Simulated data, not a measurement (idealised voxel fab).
Process module name: voxel wiring stack
In the cross-section labelled cut, the width is 230 nm and each square cell is 5 nm.
For the purposes of this document, a cross-section shall be understood as a grid of square cells, specified as bands listed in top-to-bottom order, each band consisting of one or more rows of cells.
Band entry format. Leading values: height of top, height of bottom, nm. Remainder: materials in left-to-right order, each with its width in nm. Special words: "all across" on a single material, which then fills the band edge to edge; "empty", empty space.
Heights from 0 (as-received wafer is one material below). Bottom band endless downward, as "top 0, no bottom".
The expression "30..40" gives the width at the extremes of the band, the first number at its top row of cells and the second at its bottom row, with the width changing by equal amounts from each row to the next in between.
No cell of the cross-section changed in a step that is given as "no modifications".
Empty spaces without an open route to the top, at least 8 cells in extent, make up the entry "Entrapped voids"; each is given as width x height at distance, where the distance is measured from the left edge, and all are in nm.
Anything after a step's settings on that line? It's the simulator's own note about the step.
overlay nm: how far to the right of its planned place the mask lay on this masked step (negative: to the left).
Reading key. Pairs: pre-step and post-step cross-section, one process step apart; post-step view only to lowest changed band. Step between + settings: beneath pair. Runs: pairs may be from different runs of this module, same starting wafer. Continuation from pair above: only where "Pre-processing view" entry says.
Pre-processing view:
- top 0, no bottom: Si all across
- Entrapped voids: none
Post-Process View:
- top 10, bottom 0: SiO2 all across
- Beneath the level 0, the cross-section is identical to its previous state.
- Entrapped voids: none
Between the two cross-sections shown above lies CONFORMAL_DEP [material SiO2] [thk nm 10]
Pre-processing view: = after-state of the pair above.
Post-Process View:
- top 15, bottom 10: TiN all across
- Beneath the level 10, the cross-section is identical to its previous state.
- Entrapped voids: none
Between the two cross-sections shown above lies DIRECTIONAL_DEP [material TiN] [thk nm 5]
Pre-processing view: = after-state of the pair above.
Post-Process View:
- top 40, bottom 15: Ru all across
- Beneath the level 15, the cross-section is identical to its previous state.
- Entrapped voids: none
Between the two cross-sections shown above lies DIRECTIONAL_DEP [material Ru] [thk nm 25]
Pre-processing view: = after-state of the pair above.
Post-Process View:
- top 55, bottom 40: 50 empty; 20 resist; 15 empty; 20 resist; 15 empty; 20 resist; 15 empty; 20 resist; 55 empty
- Beneath the level 40, the cross-section is identical to its previous state.
- Entrapped voids: none
Between the two cross-sections shown above lies PATTERN [tone cover] [mask id METAL_1] [material resist] [width nm 20] [pitch nm 35] [thk nm 15] [overlay nm 0]
Pre-processing view: = after-state of the pair above.
Post-Process View:
- top 55, bottom 40: 50 empty; 20 resist; 15 empty; 20 resist; 15 empty; 20 resist; 15 empty; 20 resist; 55 empty
- top 40, bottom 15: 50 empty; 20 Ru; 15 empty; 20 Ru; 15 empty; 20 Ru; 15 empty; 20 Ru; 55 empty
- Beneath the level 15, the cross-section is identical to its previous state.
- Entrapped voids: none
Between the two cross-sections shown above lies DIRECTIONAL_ETCH [etch materials Ru] [depth nm 25]
Pre-processing view: = after-state of the pair above.
Post-Process View:
- top 55, bottom 40: 50 empty; 20 resist; 15 empty; 20 resist; 15 empty; 20 resist; 15 empty; 20 resist; 55 empty
- top 40, bottom 15: 50 empty; 20 Ru; 15 empty; 20 Ru; 15 empty; 20 Ru; 15 empty; 20 Ru; 55 empty
- top 15, bottom 10: 50 empty; 20 TiN; 15 empty; 20 TiN; 15 empty; 20 TiN; 15 empty; 20 TiN; 55 empty
- Beneath the level 10, the cross-section is identical to its previous state.
- Entrapped voids: none
Between the two cross-sections shown above lies DIRECTIONAL_ETCH [etch materials TiN] [depth nm 5]
Pre-processing view: = after-state of the pair above.
Post-Process View:
- top 40, bottom 15: 50 empty; 20 Ru; 15 empty; 20 Ru; 15 empty; 20 Ru; 15 empty; 20 Ru; 55 empty
- Beneath the level 15, the cross-section is identical to its previous state.
- Entrapped voids: none
Between the two cross-sections shown above lies STRIP [etch materials resist]
Pre-processing view: = after-state of the pair above.
Post-Process View:
- top 45, bottom 40: 45 empty; 30 SiCN; 5 empty; 30 SiCN; 5 empty; 30 SiCN; 5 empty; 30 SiCN; 50 empty
- top 40, bottom 15: 45 empty; 5 SiCN; 20 Ru; 5 SiCN; 5 empty; 5 SiCN; 20 Ru; 5 SiCN; 5 empty; 5 SiCN; 20 Ru; 5 SiCN; 5 empty; 5 SiCN; 20 Ru; 5 SiCN; 50 empty
- top 15, bottom 10: 50 SiCN; 20 TiN; 15 SiCN; 20 TiN; 15 SiCN; 20 TiN; 15 SiCN; 20 TiN; 55 SiCN
- Beneath the level 10, the cross-section is identical to its previous state.
- Entrapped voids: none
Between the two cross-sections shown above lies CONFORMAL_DEP [material SiCN] [thk nm 5]
Pre-processing view: = after-state of the pair above.
Post-Process View:
- top 55, bottom 45: SiO2 all across
- top 45, bottom 40: 45 SiO2; 30 SiCN; 5 SiO2; 30 SiCN; 5 SiO2; 30 SiCN; 5 SiO2; 30 SiCN; 50 SiO2
- top 40, bottom 15: 45 SiO2; 5 SiCN; 20 Ru; 5 SiCN; 5 SiO2; 5 SiCN; 20 Ru; 5 SiCN; 5 SiO2; 5 SiCN; 20 Ru; 5 SiCN; 5 SiO2; 5 SiCN; 20 Ru; 5 SiCN; 50 SiO2
- Beneath the level 15, the cross-section is identical to its previous state.
- Entrapped voids: none
Between the two cross-sections shown above lies FILL_DEP [material SiO2] [thk nm 10]
Pre-processing view: = after-state of the pair above.
Post-Process View:
- top 40, bottom 15: 45 SiO2; 5 SiCN; 20 Ru; 5 SiCN; 5 SiO2; 5 SiCN; 20 Ru; 5 SiCN; 5 SiO2; 5 SiCN; 20 Ru; 5 SiCN; 5 SiO2; 5 SiCN; 20 Ru; 5 SiCN; 50 SiO2
- Beneath the level 15, the cross-section is identical to its previous state.
- Entrapped voids: none
Between the two cross-sections shown above lies CMP [height nm 40]
Pre-processing view: = after-state of the pair above.
Post-Process View:
- top 45, bottom 40: SiCN all across
- Beneath the level 40, the cross-section is identical to its previous state.
- Entrapped voids: none
Between the two cross-sections shown above lies CONFORMAL_DEP [material SiCN] [thk nm 5]
Pre-processing view: = after-state of the pair above.
Post-Process View:
- top 65, bottom 45: SiO2 all across
- Beneath the level 45, the cross-section is identical to its previous state.
- Entrapped voids: none
Between the two cross-sections shown above lies DIRECTIONAL_DEP [material SiO2] [thk nm 20]
Pre-processing view: = after-state of the pair above.
Post-Process View:
- top 65, bottom 45: 50 SiO2; 15 empty; 55 SiO2; 15 empty; 95 SiO2
- Beneath the level 45, the cross-section is identical to its previous state.
- Entrapped voids: none
Between the two cross-sections shown above lies MASKED_ETCH [tone open] [mask id PLUG_1] [width nm 15] [pitch nm 70] [etch materials SiO2] [depth nm 20] [overlay nm 0]
Pre-processing view: = after-state of the pair above.
Post-Process View:
- top 65, bottom 45: 50 SiO2; 15 empty; 55 SiO2; 15 empty; 95 SiO2
- top 45, bottom 40: 50 SiCN; 15 empty; 55 SiCN; 15 empty; 95 SiCN
- Beneath the level 40, the cross-section is identical to its previous state.
- Entrapped voids: none
Between the two cross-sections shown above lies MASKED_ETCH [tone open] [mask id PLUG_1] [width nm 15] [pitch nm 70] [etch materials SiCN] [depth nm 5] [overlay nm 0]
Pre-processing view: = after-state of the pair above.
Post-Process View:
- top 65, bottom 50: 50 SiO2; 15 empty; 55 SiO2; 15 empty; 95 SiO2
- top 50, bottom 45: 50 SiO2; 15 Ru; 55 SiO2; 15 Ru; 95 SiO2
- top 45, bottom 40: 50 SiCN; 15 Ru; 55 SiCN; 15 Ru; 95 SiCN
- Beneath the level 40, the cross-section is identical to its previous state.
- Entrapped voids: none
Between the two cross-sections shown above lies EPI [material Ru] [thk nm 10]
Pre-processing view: = after-state of the pair above.
Post-Process View:
- top 65, bottom 60: 50 SiO2; 15 empty; 55 SiO2; 15 empty; 95 SiO2
- top 60, bottom 45: 50 SiO2; 15 Ru; 55 SiO2; 15 Ru; 95 SiO2
- Beneath the level 45, the cross-section is identical to its previous state.
- Entrapped voids: none
Between the two cross-sections shown above lies EPI [material Ru] [thk nm 10]
Pre-processing view: = after-state of the pair above.
Post-Process View:
- top 65, bottom 45: 50 SiO2; 15 Ru; 55 SiO2; 15 Ru; 95 SiO2
- Beneath the level 45, the cross-section is identical to its previous state.
- Entrapped voids: none
Between the two cross-sections shown above lies EPI [material Ru] [thk nm 5]
Pre-processing view: = after-state of the pair above.
Post-Process View:
- top 70, bottom 65: SiCN all across
- Beneath the level 65, the cross-section is identical to its previous state.
- Entrapped voids: none
Between the two cross-sections shown above lies CONFORMAL_DEP [material SiCN] [thk nm 5]
Pre-processing view: = after-state of the pair above.
Post-Process View:
- top 85, bottom 70: SiO2 all across
- Beneath the level 70, the cross-section is identical to its previous state.
- Entrapped voids: none
Between the two cross-sections shown above lies DIRECTIONAL_DEP [material SiO2] [thk nm 15]
Pre-processing view: = after-state of the pair above.
Post-Process View:
- top 95, bottom 85: aC all across
- Beneath the level 85, the cross-section is identical to its previous state.
- Entrapped voids: none
Between the two cross-sections shown above lies DIRECTIONAL_DEP [material aC] [thk nm 10]
Pre-processing view: = after-state of the pair above.
Post-Process View:
- top 120, bottom 95: 50 resist; 20 empty; 15 resist; 20 empty; 15 resist; 20 empty; 15 resist; 20 empty; 55 resist
- Beneath the level 95, the cross-section is identical to its previous state.
- Entrapped voids: none
Between the two cross-sections shown above lies PATTERN [tone open] [mask id METAL_2] [material resist] [width nm 20] [pitch nm 35] [thk nm 25] [overlay nm 0]
Pre-processing view: = after-state of the pair above.
Post-Process View:
- top 110, bottom 95: 50 resist; 20 empty; 15 resist; 20 empty; 15 resist; 20 empty; 15 resist; 20 empty; 55 resist
- top 95, bottom 85: 50 aC; 20 empty; 15 aC; 20 empty; 15 aC; 20 empty; 15 aC; 20 empty; 55 aC
- Beneath the level 85, the cross-section is identical to its previous state.
- Entrapped voids: none
Between the two cross-sections shown above lies DIRECTIONAL_ETCH [etch materials aC] [depth nm 10]
Pre-processing view: = after-state of the pair above.
Post-Process View:
- top 95, bottom 85: 50 aC; 20 empty; 15 aC; 20 empty; 15 aC; 20 empty; 15 aC; 20 empty; 55 aC
- Beneath the level 85, the cross-section is identical to its previous state.
- Entrapped voids: none
Between the two cross-sections shown above lies STRIP [etch materials resist]
Pre-processing view: = after-state of the pair above.
Post-Process View:
- top 95, bottom 85: 50 aC; 20 empty; 15 aC; 20 empty; 15 aC; 20 empty; 15 aC; 20 empty; 55 aC
- top 85, bottom 70: 50 SiO2; 20 empty; 15 SiO2; 20 empty; 15 SiO2; 20 empty; 15 SiO2; 20 empty; 55 SiO2
- Beneath the level 70, the cross-section is identical to its previous state.
- Entrapped voids: none
Between the two cross-sections shown above lies DIRECTIONAL_ETCH [etch materials SiO2] [depth nm 15]
Pre-processing view: = after-state of the pair above.
Post-Process View:
- top 95, bottom 85: 50 aC; 20 empty; 15 aC; 20 empty; 15 aC; 20 empty; 15 aC; 20 empty; 55 aC
- top 85, bottom 70: 50 SiO2; 20 empty; 15 SiO2; 20 empty; 15 SiO2; 20 empty; 15 SiO2; 20 empty; 55 SiO2
- top 70, bottom 65: 50 SiCN; 20 empty; 15 SiCN; 20 empty; 15 SiCN; 20 empty; 15 SiCN; 20 empty; 55 SiCN
- Beneath the level 65, the cross-section is identical to its previous state.
- Entrapped voids: none
Between the two cross-sections shown above lies DIRECTIONAL_ETCH [etch materials SiCN] [depth nm 5]
Pre-processing view: = after-state of the pair above.
Post-Process View:
- top 85, bottom 70: 50 SiO2; 20 empty; 15 SiO2; 20 empty; 15 SiO2; 20 empty; 15 SiO2; 20 empty; 55 SiO2
- Beneath the level 70, the cross-section is identical to its previous state.
- Entrapped voids: none
Between the two cross-sections shown above lies STRIP [etch materials aC]
Pre-processing view: = after-state of the pair above.
Post-Process View:
- top 90, bottom 85: 55 TiN; 10 empty; 25 TiN; 10 empty; 25 TiN; 10 empty; 25 TiN; 10 empty; 60 TiN
- top 85, bottom 70: 50 SiO2; 5 TiN; 10 empty; 5 TiN; 15 SiO2; 5 TiN; 10 empty; 5 TiN; 15 SiO2; 5 TiN; 10 empty; 5 TiN; 15 SiO2; 5 TiN; 10 empty; 5 TiN; 55 SiO2
- top 70, bottom 65: 50 SiCN; 20 TiN; 15 SiCN; 20 TiN; 15 SiCN; 20 TiN; 15 SiCN; 20 TiN; 55 SiCN
- Beneath the level 65, the cross-section is identical to its previous state.
- Entrapped voids: none
Between the two cross-sections shown above lies CONFORMAL_DEP [material TiN] [thk nm 5]
Pre-processing view: = after-state of the pair above.
Post-Process View:
- top 100, bottom 90: Ru all across
- top 90, bottom 85: 55 TiN; 10 Ru; 25 TiN; 10 Ru; 25 TiN; 10 Ru; 25 TiN; 10 Ru; 60 TiN
- top 85, bottom 70: 50 SiO2; 5 TiN; 10 Ru; 5 TiN; 15 SiO2; 5 TiN; 10 Ru; 5 TiN; 15 SiO2; 5 TiN; 10 Ru; 5 TiN; 15 SiO2; 5 TiN; 10 Ru; 5 TiN; 55 SiO2
- Beneath the level 70, the cross-section is identical to its previous state.
- Entrapped voids: none
Between the two cross-sections shown above lies FILL_DEP [material Ru] [thk nm 10]
Pre-processing view: = after-state of the pair above.
Post-Process View:
- top 85, bottom 70: 50 SiO2; 5 TiN; 10 Ru; 5 TiN; 15 SiO2; 5 TiN; 10 Ru; 5 TiN; 15 SiO2; 5 TiN; 10 Ru; 5 TiN; 15 SiO2; 5 TiN; 10 Ru; 5 TiN; 55 SiO2
- Beneath the level 70, the cross-section is identical to its previous state.
- Entrapped voids: none
Between the two cross-sections shown above lies CMP [height nm 85]
Pre-processing view: = after-state of the pair above.
Post-Process View:
- top 90, bottom 85: SiCN all across
- Beneath the level 85, the cross-section is identical to its previous state.
- Entrapped voids: none
Between the two cross-sections shown above lies CONFORMAL_DEP [material SiCN] [thk nm 5]
Pre-processing view: = after-state of the pair above.
Post-Process View:
- top 110, bottom 90: SiO2 all across
- Beneath the level 90, the cross-section is identical to its previous state.
- Entrapped voids: none
Between the two cross-sections shown above lies DIRECTIONAL_DEP [material SiO2] [thk nm 20]
Pre-processing view: = after-state of the pair above.
Post-Process View:
- top 130, bottom 110: 50 resist; 15 empty; 55 resist; 15 empty; 95 resist
- Beneath the level 110, the cross-section is identical to its previous state.
- Entrapped voids: none
Between the two cross-sections shown above lies PATTERN [tone open] [mask id PLUG_2] [material resist] [width nm 15] [pitch nm 70] [thk nm 20] [overlay nm 0]
Pre-processing view: = after-state of the pair above.
Post-Process View:
- top 130, bottom 110: 50 resist; 15 empty; 55 resist; 15 empty; 95 resist
- top 110, bottom 90: 50 SiO2; 15 empty; 55 SiO2; 15 empty; 95 SiO2
- Beneath the level 90, the cross-section is identical to its previous state.
- Entrapped voids: none
Between the two cross-sections shown above lies DIRECTIONAL_ETCH [etch materials SiO2] [depth nm 20]
Pre-processing view: = after-state of the pair above.
Post-Process View:
- top 130, bottom 110: 50 resist; 15 empty; 55 resist; 15 empty; 95 resist
- top 110, bottom 90: 50 SiO2; 15 empty; 55 SiO2; 15 empty; 95 SiO2
- top 90, bottom 85: 50 SiCN; 15 empty; 55 SiCN; 15 empty; 95 SiCN
- Beneath the level 85, the cross-section is identical to its previous state.
- Entrapped voids: none
Between the two cross-sections shown above lies DIRECTIONAL_ETCH [etch materials SiCN] [depth nm 5]
Pre-processing view: = after-state of the pair above.
Post-Process View:
- top 110, bottom 90: 50 SiO2; 15 empty; 55 SiO2; 15 empty; 95 SiO2
- Beneath the level 90, the cross-section is identical to its previous state.
- Entrapped voids: none
Between the two cross-sections shown above lies STRIP [etch materials resist]
Pre-processing view: = after-state of the pair above.
Post-Process View:
- top 115, bottom 110: 55 TiN; 5 empty; 65 TiN; 5 empty; 100 TiN
- top 110, bottom 90: 50 SiO2; 5 TiN; 5 empty; 5 TiN; 55 SiO2; 5 TiN; 5 empty; 5 TiN; 95 SiO2
- top 90, bottom 85: 50 SiCN; 15 TiN; 55 SiCN; 15 TiN; 95 SiCN
- Beneath the level 85, the cross-section is identical to its previous state.
- Entrapped voids: none
Between the two cross-sections shown above lies CONFORMAL_DEP [material TiN] [thk nm 5]
Pre-processing view: = after-state of the pair above.
Post-Process View:
- top 120, bottom 115: Ru all across
- top 115, bottom 110: 55 TiN; 5 Ru; 65 TiN; 5 Ru; 100 TiN
- top 110, bottom 90: 50 SiO2; 5 TiN; 5 Ru; 5 TiN; 55 SiO2; 5 TiN; 5 Ru; 5 TiN; 95 SiO2
- Beneath the level 90, the cross-section is identical to its previous state.
- Entrapped voids: none
Between the two cross-sections shown above lies FILL_DEP [material Ru] [thk nm 5]
Pre-processing view: = after-state of the pair above.
Post-Process View:
- top 110, bottom 90: 50 SiO2; 5 TiN; 5 Ru; 5 TiN; 55 SiO2; 5 TiN; 5 Ru; 5 TiN; 95 SiO2
- Beneath the level 90, the cross-section is identical to its previous state.
- Entrapped voids: none
Between the two cross-sections shown above lies CMP [height nm 110]
Pre-processing view: = after-state of the pair above.
Post-Process View:
- top 115, bottom 110: SiN all across
- Beneath the level 110, the cross-section is identical to its previous state.
- Entrapped voids: none
Between the two cross-sections shown above lies CONFORMAL_DEP [material SiN] [thk nm 5]
Pre-processing view: = after-state of the pair above.
Post-Process View:
- top 135, bottom 115: lowk all across
- Beneath the level 115, the cross-section is identical to its previous state.
- Entrapped voids: none
Between the two cross-sections shown above lies DIRECTIONAL_DEP [material lowk] [thk nm 20]
Pre-processing view: = after-state of the pair above.
Post-Process View:
- top 150, bottom 135: 50 resist; 20 empty; 15 resist; 20 empty; 15 resist; 20 empty; 15 resist; 20 empty; 55 resist
- Beneath the level 135, the cross-section is identical to its previous state.
- Entrapped voids: none
Between the two cross-sections shown above lies PATTERN [tone open] [mask id METAL_3] [material resist] [width nm 20] [pitch nm 35] [thk nm 15] [overlay nm 0]
Pre-processing view: = after-state of the pair above.
Post-Process View:
- top 150, bottom 135: 50 resist; 20 empty; 15 resist; 20 empty; 15 resist; 20 empty; 15 resist; 20 empty; 55 resist
- top 135, bottom 115: 50 lowk; 20 empty; 15 lowk; 20 empty; 15 lowk; 20 empty; 15 lowk; 20 empty; 55 lowk
- Beneath the level 115, the cross-section is identical to its previous state.
- Entrapped voids: none
Between the two cross-sections shown above lies DIRECTIONAL_ETCH [etch materials lowk] [depth nm 20]
Pre-processing view: = after-state of the pair above.
Post-Process View:
- top 150, bottom 135: 50 resist; 20 empty; 15 resist; 20 empty; 15 resist; 20 empty; 15 resist; 20 empty; 55 resist
- top 135, bottom 115: 50 lowk; 20 empty; 15 lowk; 20 empty; 15 lowk; 20 empty; 15 lowk; 20 empty; 55 lowk
- top 115, bottom 110: 50 SiN; 20 empty; 15 SiN; 20 empty; 15 SiN; 20 empty; 15 SiN; 20 empty; 55 SiN
- Beneath the level 110, the cross-section is identical to its previous state.
- Entrapped voids: none
Between the two cross-sections shown above lies DIRECTIONAL_ETCH [etch materials SiN] [depth nm 5]
Pre-processing view: = after-state of the pair above.
Post-Process View:
- top 135, bottom 115: 50 lowk; 20 empty; 15 lowk; 20 empty; 15 lowk; 20 empty; 15 lowk; 20 empty; 55 lowk
- Beneath the level 115, the cross-section is identical to its previous state.
- Entrapped voids: none
Between the two cross-sections shown above lies STRIP [etch materials resist]
Pre-processing view: = after-state of the pair above.
Post-Process View:
- top 140, bottom 135: 55 TiN; 10 empty; 25 TiN; 10 empty; 25 TiN; 10 empty; 25 TiN; 10 empty; 60 TiN
- top 135, bottom 115: 50 lowk; 5 TiN; 10 empty; 5 TiN; 15 lowk; 5 TiN; 10 empty; 5 TiN; 15 lowk; 5 TiN; 10 empty; 5 TiN; 15 lowk; 5 TiN; 10 empty; 5 TiN; 55 lowk
- top 115, bottom 110: 50 SiN; 20 TiN; 15 SiN; 20 TiN; 15 SiN; 20 TiN; 15 SiN; 20 TiN; 55 SiN
- Beneath the level 110, the cross-section is identical to its previous state.
- Entrapped voids: none
Between the two cross-sections shown above lies CONFORMAL_DEP [material TiN] [thk nm 5]
Pre-processing view: = after-state of the pair above.
Post-Process View:
- top 145, bottom 140: Cu all across
- top 140, bottom 135: 55 TiN; 10 Cu; 25 TiN; 10 Cu; 25 TiN; 10 Cu; 25 TiN; 10 Cu; 60 TiN
- top 135, bottom 115: 50 lowk; 5 TiN; 10 Cu; 5 TiN; 15 lowk; 5 TiN; 10 Cu; 5 TiN; 15 lowk; 5 TiN; 10 Cu; 5 TiN; 15 lowk; 5 TiN; 10 Cu; 5 TiN; 55 lowk
- Beneath the level 115, the cross-section is identical to its previous state.
- Entrapped voids: none
Between the two cross-sections shown above lies FILL_DEP [material Cu] [thk nm 5]
Pre-processing view: = after-state of the pair above.
Post-Process View:
- top 135, bottom 115: 50 lowk; 5 TiN; 10 Cu; 5 TiN; 15 lowk; 5 TiN; 10 Cu; 5 TiN; 15 lowk; 5 TiN; 10 Cu; 5 TiN; 15 lowk; 5 TiN; 10 Cu; 5 TiN; 55 lowk
- Beneath the level 115, the cross-section is identical to its previous state.
- Entrapped voids: none
Between the two cross-sections shown above lies CMP [height nm 135]
Pre-processing view: = after-state of the pair above.
Post-Process View:
- top 140, bottom 135: SiCN all across
- Beneath the level 135, the cross-section is identical to its previous state.
- Entrapped voids: none
Between the two cross-sections shown above lies CONFORMAL_DEP [material SiCN] [thk nm 5]
Pre-processing view: = after-state of the pair above.
Post-Process View:
- top 165, bottom 140: lowk all across
- Beneath the level 140, the cross-section is identical to its previous state.
- Entrapped voids: none
Between the two cross-sections shown above lies DIRECTIONAL_DEP [material lowk] [thk nm 25]
Pre-processing view: = after-state of the pair above.
Post-Process View:
- top 165, bottom 140: 50 lowk; 15 empty; 20 lowk; 15 empty; 20 lowk; 15 empty; 20 lowk; 15 empty; 60 lowk
- Beneath the level 140, the cross-section is identical to its previous state.
- Entrapped voids: none
Between the two cross-sections shown above lies MASKED_ETCH [tone open] [mask id METAL_4_HOLES] [width nm 15] [pitch nm 35] [etch materials lowk] [depth nm 25] [overlay nm 0]
Pre-processing view: = after-state of the pair above.
Post-Process View:
- top 165, bottom 150: 50 lowk; 20 empty; 15 lowk; 20 empty; 15 lowk; 20 empty; 15 lowk; 20 empty; 55 lowk
- Beneath the level 150, the cross-section is identical to its previous state.
- Entrapped voids: none
Between the two cross-sections shown above lies MASKED_ETCH [tone open] [mask id METAL_4] [width nm 20] [pitch nm 35] [etch materials lowk] [depth nm 15] [overlay nm 0]
Pre-processing view: = after-state of the pair above.
Post-Process View:
- top 165, bottom 150: 50 lowk; 20 empty; 15 lowk; 20 empty; 15 lowk; 20 empty; 15 lowk; 20 empty; 55 lowk
- top 150, bottom 140: 50 lowk; 15 empty; 20 lowk; 15 empty; 20 lowk; 15 empty; 20 lowk; 15 empty; 60 lowk
- top 140, bottom 135: 50 SiCN; 15 empty; 20 SiCN; 15 empty; 20 SiCN; 15 empty; 20 SiCN; 15 empty; 60 SiCN
- Beneath the level 135, the cross-section is identical to its previous state.
- Entrapped voids: none
Between the two cross-sections shown above lies MASKED_ETCH [tone open] [mask id METAL_4] [width nm 20] [pitch nm 35] [etch materials SiCN] [depth nm 5] [overlay nm 0]
Pre-processing view: = after-state of the pair above.
Post-Process View:
- top 170, bottom 165: 55 TiN; 10 empty; 25 TiN; 10 empty; 25 TiN; 10 empty; 25 TiN; 10 empty; 60 TiN
- top 165, bottom 155: 50 lowk; 5 TiN; 10 empty; 5 TiN; 15 lowk; 5 TiN; 10 empty; 5 TiN; 15 lowk; 5 TiN; 10 empty; 5 TiN; 15 lowk; 5 TiN; 10 empty; 5 TiN; 55 lowk
- top 155, bottom 150: 50 lowk; 5 TiN; 5 empty; 10 TiN; 15 lowk; 5 TiN; 5 empty; 10 TiN; 15 lowk; 5 TiN; 5 empty; 10 TiN; 15 lowk; 5 TiN; 5 empty; 10 TiN; 55 lowk
- top 150, bottom 140: 50 lowk; 5 TiN; 5 empty; 5 TiN; 20 lowk; 5 TiN; 5 empty; 5 TiN; 20 lowk; 5 TiN; 5 empty; 5 TiN; 20 lowk; 5 TiN; 5 empty; 5 TiN; 60 lowk
- top 140, bottom 135: 50 SiCN; 15 TiN; 20 SiCN; 15 TiN; 20 SiCN; 15 TiN; 20 SiCN; 15 TiN; 60 SiCN
- Beneath the level 135, the cross-section is identical to its previous state.
- Entrapped voids: none
Between the two cross-sections shown above lies CONFORMAL_DEP [material TiN] [thk nm 5]
Pre-processing view: = after-state of the pair above.
Post-Process View:
- top 180, bottom 170: Cu all across
- top 170, bottom 165: 55 TiN; 10 Cu; 25 TiN; 10 Cu; 25 TiN; 10 Cu; 25 TiN; 10 Cu; 60 TiN
- top 165, bottom 155: 50 lowk; 5 TiN; 10 Cu; 5 TiN; 15 lowk; 5 TiN; 10 Cu; 5 TiN; 15 lowk; 5 TiN; 10 Cu; 5 TiN; 15 lowk; 5 TiN; 10 Cu; 5 TiN; 55 lowk
- top 155, bottom 150: 50 lowk; 5 TiN; 5 Cu; 10 TiN; 15 lowk; 5 TiN; 5 Cu; 10 TiN; 15 lowk; 5 TiN; 5 Cu; 10 TiN; 15 lowk; 5 TiN; 5 Cu; 10 TiN; 55 lowk
- top 150, bottom 140: 50 lowk; 5 TiN; 5 Cu; 5 TiN; 20 lowk; 5 TiN; 5 Cu; 5 TiN; 20 lowk; 5 TiN; 5 Cu; 5 TiN; 20 lowk; 5 TiN; 5 Cu; 5 TiN; 60 lowk
- Beneath the level 140, the cross-section is identical to its previous state.
- Entrapped voids: none
Between the two cross-sections shown above lies FILL_DEP [material Cu] [thk nm 10]
Pre-processing view: = after-state of the pair above.
Post-Process View:
- top 165, bottom 155: 50 lowk; 5 TiN; 10 Cu; 5 TiN; 15 lowk; 5 TiN; 10 Cu; 5 TiN; 15 lowk; 5 TiN; 10 Cu; 5 TiN; 15 lowk; 5 TiN; 10 Cu; 5 TiN; 55 lowk
- Beneath the level 155, the cross-section is identical to its previous state.
- Entrapped voids: none
Between the two cross-sections shown above lies CMP [height nm 165]
Pre-processing view: = after-state of the pair above.
Post-Process View:
- top 170, bottom 165: SiCN all across
- Beneath the level 165, the cross-section is identical to its previous state.
- Entrapped voids: none
Between the two cross-sections shown above lies CONFORMAL_DEP [material SiCN] [thk nm 5]
Pre-processing view:
- top 55, bottom 45: SiO2 all across
- top 45, bottom 40: 45 SiO2; 30 SiCN; 5 SiO2; 30 SiCN; 5 SiO2; 30 SiCN; 5 SiO2; 30 SiCN; 50 SiO2
- top 40, bottom 15: 45 SiO2; 5 SiCN; 20 Ru; 5 SiCN; 5 SiO2; 5 SiCN; 20 Ru; 5 SiCN; 5 SiO2; 5 SiCN; 20 Ru; 5 SiCN; 5 SiO2; 5 SiCN; 20 Ru; 5 SiCN; 50 SiO2
- top 15, bottom 10: 50 SiCN; 20 TiN; 15 SiCN; 20 TiN; 15 SiCN; 20 TiN; 15 SiCN; 20 TiN; 55 SiCN
- top 10, bottom 0: SiO2 all across
- top 0, no bottom: Si all across
- Entrapped voids: none
Post-Process View:
- top 60, bottom 55: SiCN all across
- Beneath the level 55, the cross-section is identical to its previous state.
- Entrapped voids: none
Between the two cross-sections shown above lies CONFORMAL_DEP [material SiCN] [thk nm 5]
Pre-processing view: = after-state of the pair above.
Post-Process View:
- top 80, bottom 60: SiO2 all across
- Beneath the level 60, the cross-section is identical to its previous state.
- Entrapped voids: none
Between the two cross-sections shown above lies DIRECTIONAL_DEP [material SiO2] [thk nm 20]
Pre-processing view: = after-state of the pair above.
Post-Process View:
- top 80, bottom 60: 50 SiO2; 15 empty; 55 SiO2; 15 empty; 95 SiO2
- Beneath the level 60, the cross-section is identical to its previous state.
- Entrapped voids: none
Between the two cross-sections shown above lies MASKED_ETCH [tone open] [mask id PLUG_1] [width nm 15] [pitch nm 70] [etch materials SiO2] [depth nm 20] [overlay nm 0]
Pre-processing view: = after-state of the pair above.
Post-Process View:
- top 80, bottom 60: 50 SiO2; 15 empty; 55 SiO2; 15 empty; 95 SiO2
- top 60, bottom 55: 50 SiCN; 15 empty; 55 SiCN; 15 empty; 95 SiCN
- Beneath the level 55, the cross-section is identical to its previous state.
- Entrapped voids: none
Between the two cross-sections shown above lies MASKED_ETCH [tone open] [mask id PLUG_1] [width nm 15] [pitch nm 70] [etch materials SiCN] [depth nm 5] [overlay nm 0]
Pre-processing view: = after-state of the pair above.
Post-Process View:
- top 85, bottom 80: 55 SiCN; 5 empty; 65 SiCN; 5 empty; 100 SiCN
- top 80, bottom 60: 50 SiO2; 5 SiCN; 5 empty; 5 SiCN; 55 SiO2; 5 SiCN; 5 empty; 5 SiCN; 95 SiO2
- top 60, bottom 55: SiCN all across
- Beneath the level 55, the cross-section is identical to its previous state.
- Entrapped voids: none
Between the two cross-sections shown above lies CONFORMAL_DEP [material SiCN] [thk nm 5]
Pre-processing view: = after-state of the pair above.
Post-Process View:
- top 100, bottom 85: 55 SiO2; 5 empty; 65 SiO2; 5 empty; 100 SiO2
- top 85, bottom 80: 55 SiCN; 5 empty; 65 SiCN; 5 empty; 100 SiCN
- top 80, bottom 75: 50 SiO2; 5 SiCN; 5 empty; 5 SiCN; 55 SiO2; 5 SiCN; 5 empty; 5 SiCN; 95 SiO2
- top 75, bottom 60: 50 SiO2; 5 SiCN; 5 SiO2; 5 SiCN; 55 SiO2; 5 SiCN; 5 SiO2; 5 SiCN; 95 SiO2
- Beneath the level 60, the cross-section is identical to its previous state.
- Entrapped voids: none
Between the two cross-sections shown above lies DIRECTIONAL_DEP [material SiO2] [thk nm 15]
Pre-processing view: = after-state of the pair above.
Post-Process View:
- top 110, bottom 100: 55 aC; 5 empty; 65 aC; 5 empty; 100 aC
- top 100, bottom 85: 55 SiO2; 5 empty; 65 SiO2; 5 empty; 100 SiO2
- top 85, bottom 80: 55 SiCN; 5 aC; 65 SiCN; 5 aC; 100 SiCN
- top 80, bottom 75: 50 SiO2; 5 SiCN; 5 aC; 5 SiCN; 55 SiO2; 5 SiCN; 5 aC; 5 SiCN; 95 SiO2
- Beneath the level 75, the cross-section is identical to its previous state.
- Entrapped voids: none
Between the two cross-sections shown above lies DIRECTIONAL_DEP [material aC] [thk nm 10]
Pre-processing view: = after-state of the pair above.
Post-Process View:
- top 135, bottom 110: 50 resist; 20 empty; 15 resist; 20 empty; 15 resist; 20 empty; 15 resist; 20 empty; 55 resist
- Beneath the level 110, the cross-section is identical to its previous state.
- Entrapped voids: none
Between the two cross-sections shown above lies PATTERN [tone open] [mask id METAL_2] [material resist] [width nm 20] [pitch nm 35] [thk nm 25] [overlay nm 0]
